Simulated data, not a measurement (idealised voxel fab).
Proc. module: voxel transistor to metal
Cross-section cut spans 150 nm and uses square cells 5 nm in size.
Just so we're on the same page, the cross-sections are grids of square cells, and they're listed out in bands top to bottom, each band one or more rows deep. Band: top and bottom heights (nm) first, top before bottom; then materials from left to right, widths in nm. "all across" marks a sole material filling the band edge to edge. "empty" denotes empty space. Height reference: 0 = level under which incoming wafer is all one material. Lowest band: no bottom, runs on downward, e.g. "0 and below". Quick explanation for "30->40": the width changes in equal steps down the rows of cells, from the first number in the band's top row to the second number in its bottom row. For the purposes of this document, the phrase "no change occurred" attached to a step denotes that no cell within the cross-section was modified by that step. The label "Completely sealed voids" introduces a list of the empty spaces, 8 cells or larger, that have no open way up to the top; each entry in it reads width x height at distance, where the distance is taken from the left edge and all three are stated in nm. Formally, on a step line, whatever follows the settings is a remark that the simulator itself makes on the step. "overlay nm" denotes, for a step that has a mask, the displacement of the mask to the right of its planned place, with negative values corresponding to the left.

### The process steps that were planned are listed below
| 1 | RECEIVE [material Si] |
| 2 | OXIDIZE [depth nm 5] |
| 3 | CONFORMAL_DEP [material SiN] [thk nm 10] |
| 4 | MASKED_ETCH [tone cover] [mask id ACTIVE] [width nm 105] [etch materials SiN] [depth nm 10] [overlay nm 0] |
| 5 | MASKED_ETCH [tone cover] [mask id ACTIVE] [width nm 105] [etch materials SiO2] [depth nm 5] [overlay nm 0] |
| 6 | MASKED_ETCH [tone cover] [mask id ACTIVE] [width nm 105] [etch materials Si] [depth nm 25] [overlay nm 0] |
| 7 | FILL_DEP [material SiO2] [thk nm 15] |
| 8 | CMP [height nm 10] |
| 9 | SELECTIVE_ETCH [etch materials SiO2] [depth nm 10] |
| 10 | STRIP [etch materials SiN] |
| 11 | SELECTIVE_ETCH [etch materials SiO2] [depth nm 5] |
| 12 | OXIDIZE [depth nm 5] |
| 13 | DIRECTIONAL_DEP [material polySi] [thk nm 20] |
| 14 | DIRECTIONAL_DEP [material SiCN] [thk nm 10] |
| 15 | PATTERN [tone cover] [mask id GATE] [material resist] [width nm 15] [thk nm 15] [overlay nm 0] |
| 16 | DIRECTIONAL_ETCH [etch materials SiCN] [depth nm 20] |
| 17 | DIRECTIONAL_ETCH [etch materials polySi] [depth nm 30] |
| 18 | STRIP [etch materials resist] |
| 19 | CONFORMAL_DEP [material SiO2] [thk nm 5] |
| 20 | DIRECTIONAL_ETCH [etch materials SiO2] [depth nm 5] |
| 21 | CONFORMAL_DEP [material SiN] [thk nm 10] |
| 22 | DIRECTIONAL_ETCH [etch materials SiN] [depth nm 10] |
| 23 | DIRECTIONAL_ETCH [etch materials SiO2] [depth nm 5] |
| 24 | DIRECTIONAL_ETCH [etch materials Si] [depth nm 5] |
| 25 | EPI [material SiGe] [thk nm 5] |
| 26 | FILL_DEP [material SiO2] [thk nm 5] |
| 27 | CMP [height nm 25] |
| 28 | DIRECTIONAL_DEP [material SiO2] [thk nm 10] |
| 29 | DIRECTIONAL_DEP [material aC] [thk nm 15] |
| 30 | PATTERN [tone open] [mask id CONTACT] [material resist] [width nm 30] [pitch nm 55] [thk nm 35] [overlay nm 0] |
| 31 | DIRECTIONAL_ETCH [etch materials aC] [depth nm 15] |
| 32 | STRIP [etch materials resist] |
| 33 | DIRECTIONAL_ETCH [etch materials SiO2] [depth nm 45] |
| 34 | STRIP [etch materials aC] |
| 35 | CONFORMAL_DEP [material TiN] [thk nm 5] |
| 36 | FILL_DEP [material W] [thk nm 5] |
| 37 | CMP [height nm 35] |
| 38 | DIRECTIONAL_DEP [material TiN] [thk nm 5] |
| 39 | DIRECTIONAL_DEP [material Ru] [thk nm 15] |
| 40 | PATTERN [tone cover] [mask id METAL_1] [material resist] [width nm 15] [pitch nm 70] [thk nm 20] [overlay nm 0] |
| 41 | DIRECTIONAL_ETCH [etch materials Ru] [depth nm 15] |
| 42 | DIRECTIONAL_ETCH [etch materials TiN] [depth nm 5] |
| 43 | STRIP [etch materials resist] |
| 44 | CONFORMAL_DEP [material SiCN] [thk nm 5] |
| 45 | FILL_DEP [material lowk] [thk nm 10] |
| 46 | CMP [height nm 55] |
| 47 | CONFORMAL_DEP [material SiCN] [thk nm 5] |
| 48 | DIRECTIONAL_DEP [material SiO2] [thk nm 35] |
| 49 | PATTERN [tone open] [mask id METAL_2] [material resist] [width nm 15] [pitch nm 70] [thk nm 20] [overlay nm 0] |
| 50 | DIRECTIONAL_ETCH [etch materials SiO2] [depth nm 20] |
| 51 | STRIP [etch materials resist] |
| 52 | DIRECTIONAL_DEP [material aC] [thk nm 10] |
| 53 | PATTERN [tone open] [mask id METAL_2_HOLES] [material resist] [width nm 15] [pitch nm 70] [thk nm 30] [overlay nm 0] |
| 54 | DIRECTIONAL_ETCH [etch materials aC] [depth nm 10] |
| 55 | STRIP [etch materials resist] |
| 56 | DIRECTIONAL_ETCH [etch materials SiO2] [depth nm 15] |
| 57 | DIRECTIONAL_ETCH [etch materials SiCN] [depth nm 5] |
| 58 | STRIP [etch materials aC] |
| 59 | CONFORMAL_DEP [material TiN] [thk nm 5] |
| 60 | FILL_DEP [material Cu] [thk nm 5] |
| 61 | CMP [height nm 95] |
| 62 | CONFORMAL_DEP [material SiCN] [thk nm 5] |

### first wafer, as planned

### Incoming wafer in cross-section (state: after step 1)
	0 and below = Si all across
	Completely sealed voids: none

### After step 2, in cross-section
	0 down to -5 = SiO2 all across
	Whatever lies below -5 is exactly as it was before.

### After step 3, in cross-section
	10 down to 0 = SiN all across
	Whatever lies below 0 is exactly as it was before.

### After step 4, in cross-section
	10 down to 0 = empty (20); SiN (105); empty (25)
	Whatever lies below 0 is exactly as it was before.

### After step 5, in cross-section
	10 down to 0 = empty (20); SiN (105); empty (25)
	0 down to -5 = empty (20); SiO2 (105); empty (25)
	Whatever lies below -5 is exactly as it was before.

### After step 6, in cross-section
	10 down to 0 = empty (20); SiN (105); empty (25)
	0 down to -5 = empty (20); SiO2 (105); empty (25)
	-5 down to -30 = empty (20); Si (105); empty (25)
	Whatever lies below -30 is exactly as it was before.

### After step 7, in cross-section
	25 down to 10 = SiO2 all across
	10 down to 0 = SiO2 (20); SiN (105); SiO2 (25)
	0 down to -5 = SiO2 all across
	-5 down to -30 = SiO2 (20); Si (105); SiO2 (25)
	Whatever lies below -30 is exactly as it was before.

### After step 8, in cross-section
	10 down to 0 = SiO2 (20); SiN (105); SiO2 (25)
	Whatever lies below 0 is exactly as it was before.

### After step 9, in cross-section
	10 down to 0 = empty (20); SiN (105); empty (25)
	Whatever lies below 0 is exactly as it was before.

### After step 10, in cross-section
	0 down to -5 = SiO2 all across
	Whatever lies below -5 is exactly as it was before.

### After step 11, in cross-section
	-5 down to -30 = SiO2 (20); Si (105); SiO2 (25)
	Whatever lies below -30 is exactly as it was before.

### After step 12, in cross-section
	-5 down to -10 = SiO2 all across
	Whatever lies below -10 is exactly as it was before.

### After step 13, in cross-section
	15 down to -5 = polySi all across
	Whatever lies below -5 is exactly as it was before.

### After step 14, in cross-section
	25 down to 15 = SiCN all across
	Whatever lies below 15 is exactly as it was before.

### After step 15, in cross-section
	40 down to 25 = empty (65); resist (15); empty (70)
	Whatever lies below 25 is exactly as it was before.

### After step 16, in cross-section
	40 down to 25 = empty (65); resist (15); empty (70)
	25 down to 15 = empty (65); SiCN (15); empty (70)
	Whatever lies below 15 is exactly as it was before.

### After step 17, in cross-section
	40 down to 25 = empty (65); resist (15); empty (70)
	25 down to 15 = empty (65); SiCN (15); empty (70)
	15 down to -5 = empty (65); polySi (15); empty (70)
	Whatever lies below -5 is exactly as it was before.

### After step 18, in cross-section
	25 down to 15 = empty (65); SiCN (15); empty (70)
	Whatever lies below 15 is exactly as it was before.

### After step 19, in cross-section
	30 down to 25 = empty (60); SiO2 (25); empty (65)
	25 down to 15 = empty (60); SiO2 (5); SiCN (15); SiO2 (5); empty (65)
	15 down to 0 = empty (60); SiO2 (5); polySi (15); SiO2 (5); empty (65)
	0 down to -5 = SiO2 (65); polySi (15); SiO2 (70)
	Whatever lies below -5 is exactly as it was before.

### After step 20, in cross-section
	25 down to 15 = empty (60); SiO2 (5); SiCN (15); SiO2 (5); empty (65)
	15 down to -5 = empty (60); SiO2 (5); polySi (15); SiO2 (5); empty (65)
	Whatever lies below -5 is exactly as it was before.

### After step 21, in cross-section
	35 down to 25 = empty (50); SiN (45); empty (55)
	25 down to 15 = empty (50); SiN (10); SiO2 (5); SiCN (15); SiO2 (5); SiN (10); empty (55)
	15 down to 5 = empty (50); SiN (10); SiO2 (5); polySi (15); SiO2 (5); SiN (10); empty (55)
	5 down to -5 = SiN (60); SiO2 (5); polySi (15); SiO2 (5); SiN (65)
	Whatever lies below -5 is exactly as it was before.

### After step 22, in cross-section
	25 down to 15 = empty (50); SiN (10); SiO2 (5); SiCN (15); SiO2 (5); SiN (10); empty (55)
	15 down to -5 = empty (50); SiN (10); SiO2 (5); polySi (15); SiO2 (5); SiN (10); empty (55)
	Whatever lies below -5 is exactly as it was before.

### After step 23, in cross-section
	25 down to 20 = empty (50); SiN (10); empty (5); SiCN (15); empty (5); SiN (10); empty (55)
	20 down to 15 = empty (50); SiN (10); SiO2 (5); SiCN (15); SiO2 (5); SiN (10); empty (55)
	15 down to -5 = empty (50); SiN (10); SiO2 (5); polySi (15); SiO2 (5); SiN (10); empty (55)
	-5 down to -10 = empty (50); SiO2 (45); empty (55)
	Whatever lies below -10 is exactly as it was before.

### After step 24, in cross-section
	25 down to 20 = empty (50); SiN (10); empty (5); SiCN (15); empty (5); SiN (10); empty (55)
	20 down to 15 = empty (50); SiN (10); SiO2 (5); SiCN (15); SiO2 (5); SiN (10); empty (55)
	15 down to -5 = empty (50); SiN (10); SiO2 (5); polySi (15); SiO2 (5); SiN (10); empty (55)
	-5 down to -10 = empty (50); SiO2 (45); empty (55)
	-10 down to -15 = SiO2 (20); empty (30); Si (45); empty (30); SiO2 (25)
	Whatever lies below -15 is exactly as it was before.

### After step 25, in cross-section
	25 down to 20 = empty (50); SiN (10); empty (5); SiCN (15); empty (5); SiN (10); empty (55)
	20 down to 15 = empty (50); SiN (10); SiO2 (5); SiCN (15); SiO2 (5); SiN (10); empty (55)
	15 down to -5 = empty (50); SiN (10); SiO2 (5); polySi (15); SiO2 (5); SiN (10); empty (55)
	-5 down to -10 = empty (45); SiGe (5); SiO2 (45); SiGe (5); empty (50)
	-10 down to -15 = SiO2 (20); SiGe (30); Si (45); SiGe (30); SiO2 (25)
	Whatever lies below -15 is exactly as it was before.

### After step 26, in cross-section
	30 down to 25 = SiO2 all across
	25 down to 15 = SiO2 (50); SiN (10); SiO2 (5); SiCN (15); SiO2 (5); SiN (10); SiO2 (55)
	15 down to -5 = SiO2 (50); SiN (10); SiO2 (5); polySi (15); SiO2 (5); SiN (10); SiO2 (55)
	-5 down to -10 = SiO2 (45); SiGe (5); SiO2 (45); SiGe (5); SiO2 (50)
	Whatever lies below -10 is exactly as it was before.

### After step 27, in cross-section
	25 down to 15 = SiO2 (50); SiN (10); SiO2 (5); SiCN (15); SiO2 (5); SiN (10); SiO2 (55)
	Whatever lies below 15 is exactly as it was before.

### After step 28, in cross-section
	35 down to 25 = SiO2 all across
	Whatever lies below 25 is exactly as it was before.

### After step 29, in cross-section
	50 down to 35 = aC all across
	Whatever lies below 35 is exactly as it was before.

### After step 30, in cross-section
	85 down to 50 = resist (30); empty (30); resist (25); empty (30); resist (35)
	Whatever lies below 50 is exactly as it was before.

### After step 31, in cross-section
	70 down to 50 = resist (30); empty (30); resist (25); empty (30); resist (35)
	50 down to 35 = aC (30); empty (30); aC (25); empty (30); aC (35)
	Whatever lies below 35 is exactly as it was before.

### After step 32, in cross-section
	50 down to 35 = aC (30); empty (30); aC (25); empty (30); aC (35)
	Whatever lies below 35 is exactly as it was before.

### After step 33, in cross-section
	50 down to 35 = aC (30); empty (30); aC (25); empty (30); aC (35)
	35 down to 25 = SiO2 (30); empty (30); SiO2 (25); empty (30); SiO2 (35)
	25 down to 15 = SiO2 (30); empty (20); SiN (10); SiO2 (5); SiCN (15); SiO2 (5); SiN (10); empty (20); SiO2 (35)
	15 down to -5 = SiO2 (30); empty (20); SiN (10); SiO2 (5); polySi (15); SiO2 (5); SiN (10); empty (20); SiO2 (35)
	-5 down to -10 = SiO2 (30); empty (15); SiGe (5); SiO2 (45); SiGe (5); empty (15); SiO2 (35)
	Whatever lies below -10 is exactly as it was before.

### After step 34, in cross-section
	35 down to 25 = SiO2 (30); empty (30); SiO2 (25); empty (30); SiO2 (35)
	Whatever lies below 25 is exactly as it was before.

### After step 35, in cross-section
	40 down to 35 = TiN (35); empty (20); TiN (35); empty (20); TiN (40)
	35 down to 25 = SiO2 (30); TiN (5); empty (20->10); TiN (5->15); SiO2 (25); TiN (5->15); empty (20->10); TiN (5); SiO2 (35)
	25 down to 15 = SiO2 (30); TiN (5); empty (10); TiN (5); SiN (10); SiO2 (5); SiCN (15); SiO2 (5); SiN (10); TiN (5); empty (10); TiN (5); SiO2 (35)
	15 down to 0 = SiO2 (30); TiN (5); empty (10); TiN (5); SiN (10); SiO2 (5); polySi (15); SiO2 (5); SiN (10); TiN (5); empty (10); TiN (5); SiO2 (35)
	0 down to -5 = SiO2 (30); TiN (5); empty (5); TiN (10); SiN (10); SiO2 (5); polySi (15); SiO2 (5); SiN (10); TiN (10); empty (5); TiN (5); SiO2 (35)
	-5 down to -10 = SiO2 (30); TiN (15); SiGe (5); SiO2 (45); SiGe (5); TiN (15); SiO2 (35)
	Whatever lies below -10 is exactly as it was before.

### After step 36, in cross-section
	45 down to 40 = W all across
	40 down to 35 = TiN (35); W (20); TiN (35); W (20); TiN (40)
	35 down to 25 = SiO2 (30); TiN (5); W (20->10); TiN (5->15); SiO2 (25); TiN (5->15); W (20->10); TiN (5); SiO2 (35)
	25 down to 15 = SiO2 (30); TiN (5); W (10); TiN (5); SiN (10); SiO2 (5); SiCN (15); SiO2 (5); SiN (10); TiN (5); W (10); TiN (5); SiO2 (35)
	15 down to 0 = SiO2 (30); TiN (5); W (10); TiN (5); SiN (10); SiO2 (5); polySi (15); SiO2 (5); SiN (10); TiN (5); W (10); TiN (5); SiO2 (35)
	0 down to -5 = SiO2 (30); TiN (5); W (5); TiN (10); SiN (10); SiO2 (5); polySi (15); SiO2 (5); SiN (10); TiN (10); W (5); TiN (5); SiO2 (35)
	Whatever lies below -5 is exactly as it was before.

### After step 37, in cross-section
	35 down to 25 = SiO2 (30); TiN (5); W (20->10); TiN (5->15); SiO2 (25); TiN (5->15); W (20->10); TiN (5); SiO2 (35)
	Whatever lies below 25 is exactly as it was before.

### After step 38, in cross-section
	40 down to 35 = TiN all across
	Whatever lies below 35 is exactly as it was before.

### After step 39, in cross-section
	55 down to 40 = Ru all across
	Whatever lies below 40 is exactly as it was before.

### After step 40, in cross-section
	75 down to 55 = empty (30); resist (15); empty (55); resist (15); empty (35)
	Whatever lies below 55 is exactly as it was before.

### After step 41, in cross-section
	75 down to 55 = empty (30); resist (15); empty (55); resist (15); empty (35)
	55 down to 40 = empty (30); Ru (15); empty (55); Ru (15); empty (35)
	Whatever lies below 40 is exactly as it was before.

### After step 42, in cross-section
	75 down to 55 = empty (30); resist (15); empty (55); resist (15); empty (35)
	55 down to 40 = empty (30); Ru (15); empty (55); Ru (15); empty (35)
	40 down to 35 = empty (30); TiN (15); empty (55); TiN (15); empty (35)
	Whatever lies below 35 is exactly as it was before.

### After step 43, in cross-section
	55 down to 40 = empty (30); Ru (15); empty (55); Ru (15); empty (35)
	Whatever lies below 40 is exactly as it was before.

### After step 44, in cross-section
	60 down to 55 = empty (25); SiCN (25); empty (45); SiCN (25); empty (30)
	55 down to 40 = empty (25); SiCN (5); Ru (15); SiCN (5); empty (45); SiCN (5); Ru (15); SiCN (5); empty (30)
	40 down to 35 = SiCN (30); TiN (15); SiCN (55); TiN (15); SiCN (35)
	Whatever lies below 35 is exactly as it was before.

### After step 45, in cross-section
	70 down to 60 = lowk all across
	60 down to 55 = lowk (25); SiCN (25); lowk (45); SiCN (25); lowk (30)
	55 down to 40 = lowk (25); SiCN (5); Ru (15); SiCN (5); lowk (45); SiCN (5); Ru (15); SiCN (5); lowk (30)
	Whatever lies below 40 is exactly as it was before.

### After step 46, in cross-section
	55 down to 40 = lowk (25); SiCN (5); Ru (15); SiCN (5); lowk (45); SiCN (5); Ru (15); SiCN (5); lowk (30)
	Whatever lies below 40 is exactly as it was before.

### After step 47, in cross-section
	60 down to 55 = SiCN all across
	Whatever lies below 55 is exactly as it was before.

### After step 48, in cross-section
	95 down to 60 = SiO2 all across
	Whatever lies below 60 is exactly as it was before.

### After step 49, in cross-section
	115 down to 95 = resist (30); empty (15); resist (55); empty (15); resist (35)
	Whatever lies below 95 is exactly as it was before.

### After step 50, in cross-section
	115 down to 95 = resist (30); empty (15); resist (55); empty (15); resist (35)
	95 down to 75 = SiO2 (30); empty (15); SiO2 (55); empty (15); SiO2 (35)
	Whatever lies below 75 is exactly as it was before.

### After step 51, in cross-section
	95 down to 75 = SiO2 (30); empty (15); SiO2 (55); empty (15); SiO2 (35)
	Whatever lies below 75 is exactly as it was before.

### After step 52, in cross-section
	105 down to 95 = aC (30); empty (15); aC (55); empty (15); aC (35)
	95 down to 85 = SiO2 (30); empty (15); SiO2 (55); empty (15); SiO2 (35)
	85 down to 75 = SiO2 (30); aC (15); SiO2 (55); aC (15); SiO2 (35)
	Whatever lies below 75 is exactly as it was before.

### After step 53, in cross-section
	135 down to 105 = resist (30); empty (15); resist (55); empty (15); resist (35)
	Whatever lies below 105 is exactly as it was before.

### After step 54, in cross-section
	125 down to 105 = resist (30); empty (15); resist (55); empty (15); resist (35)
	105 down to 95 = aC (30); empty (15); aC (55); empty (15); aC (35)
	95 down to 75 = SiO2 (30); empty (15); SiO2 (55); empty (15); SiO2 (35)
	Whatever lies below 75 is exactly as it was before.

### After step 55, in cross-section
	105 down to 95 = aC (30); empty (15); aC (55); empty (15); aC (35)
	Whatever lies below 95 is exactly as it was before.

### After step 56, in cross-section
	105 down to 95 = aC (30); empty (15); aC (55); empty (15); aC (35)
	95 down to 60 = SiO2 (30); empty (15); SiO2 (55); empty (15); SiO2 (35)
	Whatever lies below 60 is exactly as it was before.

### After step 57, in cross-section
	105 down to 95 = aC (30); empty (15); aC (55); empty (15); aC (35)
	95 down to 60 = SiO2 (30); empty (15); SiO2 (55); empty (15); SiO2 (35)
	60 down to 55 = SiCN (30); empty (15); SiCN (55); empty (15); SiCN (35)
	Whatever lies below 55 is exactly as it was before.

### After step 58, in cross-section
	95 down to 60 = SiO2 (30); empty (15); SiO2 (55); empty (15); SiO2 (35)
	Whatever lies below 60 is exactly as it was before.

### After step 59, in cross-section
	100 down to 95 = TiN (35); empty (5); TiN (65); empty (5); TiN (40)
	95 down to 60 = SiO2 (30); TiN (5); empty (5); TiN (5); SiO2 (55); TiN (5); empty (5); TiN (5); SiO2 (35)
	60 down to 55 = SiCN (30); TiN (15); SiCN (55); TiN (15); SiCN (35)
	Whatever lies below 55 is exactly as it was before.

### After step 60, in cross-section
	105 down to 100 = Cu all across
	100 down to 95 = TiN (35); Cu (5); TiN (65); Cu (5); TiN (40)
	95 down to 60 = SiO2 (30); TiN (5); Cu (5); TiN (5); SiO2 (55); TiN (5); Cu (5); TiN (5); SiO2 (35)
	Whatever lies below 60 is exactly as it was before.

### After step 61, in cross-section
	95 down to 60 = SiO2 (30); TiN (5); Cu (5); TiN (5); SiO2 (55); TiN (5); Cu (5); TiN (5); SiO2 (35)
	Whatever lies below 60 is exactly as it was before.

### After step 62, in cross-section
	100 down to 95 = SiCN all across
	Whatever lies below 95 is exactly as it was before.

### Second wafer: same start and same plan as the first, one execution error; identical to the first through step 45

The second wafer in cross-section, at the planned close of step 46: no change occurred

### The second wafer in cross-section, at the planned close of step 47
	75 down to 70 = SiCN all across
	Whatever lies below 70 is exactly as it was before.

### The second wafer in cross-section, at the planned close of step 48
	110 down to 75 = SiO2 all across
	Whatever lies below 75 is exactly as it was before.

### The second wafer in cross-section, at the planned close of step 49
	130 down to 110 = resist (30); empty (15); resist (55); empty (15); resist (35)
	Whatever lies below 110 is exactly as it was before.

### The second wafer in cross-section, at the planned close of step 50
	130 down to 110 = resist (30); empty (15); resist (55); empty (15); resist (35)
	110 down to 90 = SiO2 (30); empty (15); SiO2 (55); empty (15); SiO2 (35)
	Whatever lies below 90 is exactly as it was before.

### The second wafer in cross-section, at the planned close of step 51
	110 down to 90 = SiO2 (30); empty (15); SiO2 (55); empty (15); SiO2 (35)
	Whatever lies below 90 is exactly as it was before.

### The second wafer in cross-section, at the planned close of step 52
	120 down to 110 = aC (30); empty (15); aC (55); empty (15); aC (35)
	110 down to 100 = SiO2 (30); empty (15); SiO2 (55); empty (15); SiO2 (35)
	100 down to 90 = SiO2 (30); aC (15); SiO2 (55); aC (15); SiO2 (35)
	Whatever lies below 90 is exactly as it was before.

### The second wafer in cross-section, at the planned close of step 53
	150 down to 120 = resist (30); empty (15); resist (55); empty (15); resist (35)
	Whatever lies below 120 is exactly as it was before.

### The second wafer in cross-section, at the planned close of step 54
	140 down to 120 = resist (30); empty (15); resist (55); empty (15); resist (35)
	120 down to 110 = aC (30); empty (15); aC (55); empty (15); aC (35)
	110 down to 90 = SiO2 (30); empty (15); SiO2 (55); empty (15); SiO2 (35)
	Whatever lies below 90 is exactly as it was before.

### The second wafer in cross-section, at the planned close of step 55
	120 down to 110 = aC (30); empty (15); aC (55); empty (15); aC (35)
	Whatever lies below 110 is exactly as it was before.

### The second wafer in cross-section, at the planned close of step 56
	120 down to 110 = aC (30); empty (15); aC (55); empty (15); aC (35)
	110 down to 75 = SiO2 (30); empty (15); SiO2 (55); empty (15); SiO2 (35)
	Whatever lies below 75 is exactly as it was before.

### The second wafer in cross-section, at the planned close of step 57
	120 down to 110 = aC (30); empty (15); aC (55); empty (15); aC (35)
	110 down to 75 = SiO2 (30); empty (15); SiO2 (55); empty (15); SiO2 (35)
	75 down to 70 = SiCN (30); empty (15); SiCN (55); empty (15); SiCN (35)
	Whatever lies below 70 is exactly as it was before.

### The second wafer in cross-section, at the planned close of step 58
	110 down to 75 = SiO2 (30); empty (15); SiO2 (55); empty (15); SiO2 (35)
	Whatever lies below 75 is exactly as it was before.

### The second wafer in cross-section, at the planned close of step 59
	115 down to 110 = TiN (35); empty (5); TiN (65); empty (5); TiN (40)
	110 down to 75 = SiO2 (30); TiN (5); empty (5); TiN (5); SiO2 (55); TiN (5); empty (5); TiN (5); SiO2 (35)
	75 down to 70 = SiCN (30); TiN (15); SiCN (55); TiN (15); SiCN (35)
	Whatever lies below 70 is exactly as it was before.

### The second wafer in cross-section, at the planned close of step 60
	120 down to 115 = Cu all across
	115 down to 110 = TiN (35); Cu (5); TiN (65); Cu (5); TiN (40)
	110 down to 75 = SiO2 (30); TiN (5); Cu (5); TiN (5); SiO2 (55); TiN (5); Cu (5); TiN (5); SiO2 (35)
	Whatever lies below 75 is exactly as it was before.

### The second wafer in cross-section, at the planned close of step 61
	95 down to 75 = SiO2 (30); TiN (5); Cu (5); TiN (5); SiO2 (55); TiN (5); Cu (5); TiN (5); SiO2 (35)
	Whatever lies below 75 is exactly as it was before.

### The second wafer in cross-section, at the planned close of step 62
	100 down to 95 = SiCN all across
	Whatever lies below 95 is exactly as it was before.
What was the processing mistake? step 46 of the plan was jumped over and never run
Cell-count delta at end, second wafer over first, by material: 6 fewer of Cu | 10 more of SiCN | 72 fewer of SiO2 | 12 fewer of TiN | 80 more of lowk
